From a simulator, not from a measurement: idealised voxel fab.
process module | voxel capacitor over wiring
cross-section cut | 215 nm wide | cells 5 nm
A cross-section is a grid of square cells, given in bands from the top down. A band is one or more rows of cells.
Each band's line starts with the height of the band's top and of its bottom, in nm. Then come its materials from left to right, each with its width in nm. One material with "throughout" fills the band from edge to edge. "air" is empty space.
Height 0 is the level under which the wafer as received is all one material. The lowest band goes on downwards, as in "0 down".
A width such as "30 to 40" changes by the same amount from each row of cells to the next, from the band's top row to its bottom row.
"no change" after a step means that no cell of the cross-section changed.
closed voids: empty space of 8 cells or more with no open way to the top, each as width x height at its distance from the left edge, in nm
after a step's settings: what the simulator itself notes on the step
overlay nm, on a step with a mask: how far to the right of its planned place the mask lay; to the left if negative
plan
1 op RECEIVE | material Si
2 op CONFORMAL_DEP | material SiO2 | thk nm 15
3 op CONFORMAL_DEP | material SiN | thk nm 5
4 op DIRECTIONAL_DEP | material SiO2 | thk nm 25
5 op PATTERN | tone open | mask id METAL_1 | material resist | width nm 25 | pitch nm 80 | thk nm 15 | overlay nm 0
6 op DIRECTIONAL_ETCH | etch materials SiO2 | depth nm 25
7 op DIRECTIONAL_ETCH | etch materials SiN | depth nm 5
8 op STRIP | etch materials resist
9 op CONFORMAL_DEP | material TiN | thk nm 5
10 op FILL_DEP | material W | thk nm 10
11 op CMP | height nm 45
12 op EPI | material Ru | thk nm 5
13 op FILL_DEP | material SiCN | thk nm 5
14 op DIRECTIONAL_DEP | material lowk | thk nm 15
15 op PATTERN | tone open | mask id PLUG_1 | material resist | width nm 15 | thk nm 15 | overlay nm 0
16 op DIRECTIONAL_ETCH | etch materials lowk | depth nm 15
17 op DIRECTIONAL_ETCH | etch materials SiCN | depth nm 5
18 op STRIP | etch materials resist
19 op EPI | material Ru | thk nm 10
20 op EPI | material Ru | thk nm 10
21 op DIRECTIONAL_DEP | material TiN | thk nm 5
22 op DIRECTIONAL_DEP | material HfO2 | thk nm 5
23 op DIRECTIONAL_DEP | material TiN | thk nm 5
24 op PATTERN | tone cover | mask id UPPER_PLATE | material resist | width nm 60 | thk nm 20 | overlay nm 0
25 op DIRECTIONAL_ETCH | etch materials TiN | depth nm 5
26 op DIRECTIONAL_ETCH | etch materials HfO2 | depth nm 5
27 op STRIP | etch materials resist
28 op PATTERN | tone cover | mask id LOWER_PLATE | material resist | width nm 60 | thk nm 20 | overlay nm 0
29 op DIRECTIONAL_ETCH | etch materials TiN | depth nm 5
30 op STRIP | etch materials resist
31 op FILL_DEP | material SiO2 | thk nm 20
32 op CMP | height nm 100
33 op MASKED_ETCH | tone open | mask id PLUG_2 | width nm 15 | etch materials SiO2 | depth nm 15 | overlay nm 0
34 op CONFORMAL_DEP | material TiN | thk nm 5
35 op FILL_DEP | material Ru | thk nm 10
36 op CMP | height nm 100
37 op CONFORMAL_DEP | material SiCN | thk nm 5
varied across the wafers: width nm of step 28. The plan shows the first wafer's value. All wafers start alike
first wafer as received, after step 1
  0 down: Si throughout
  closed voids: none
each wafer at the end: cells of each material gained (+) or lost (-) since it was received, then its closed voids
width nm 60 | +12 HfO2 | +28 Ru | +112 SiCN | +33 SiN | +507 SiO2 | +61 TiN | +30 W | +120 lowk | closed voids: none
width nm 65 | +12 HfO2 | +28 Ru | +112 SiCN | +33 SiN | +506 SiO2 | +62 TiN | +30 W | +120 lowk | closed voids: none
width nm 70 | +12 HfO2 | +28 Ru | +112 SiCN | +33 SiN | +505 SiO2 | +63 TiN | +30 W | +120 lowk | closed voids: none
width nm 75 | +12 HfO2 | +28 Ru | +112 SiCN | +33 SiN | +504 SiO2 | +64 TiN | +30 W | +120 lowk | closed voids: none
width nm 80 | +12 HfO2 | +28 Ru | +112 SiCN | +33 SiN | +503 SiO2 | +65 TiN | +30 W | +120 lowk | closed voids: none
width nm 85 | +12 HfO2 | +28 Ru | +112 SiCN | +33 SiN | +502 SiO2 | +66 TiN | +30 W | +120 lowk | closed voids: none
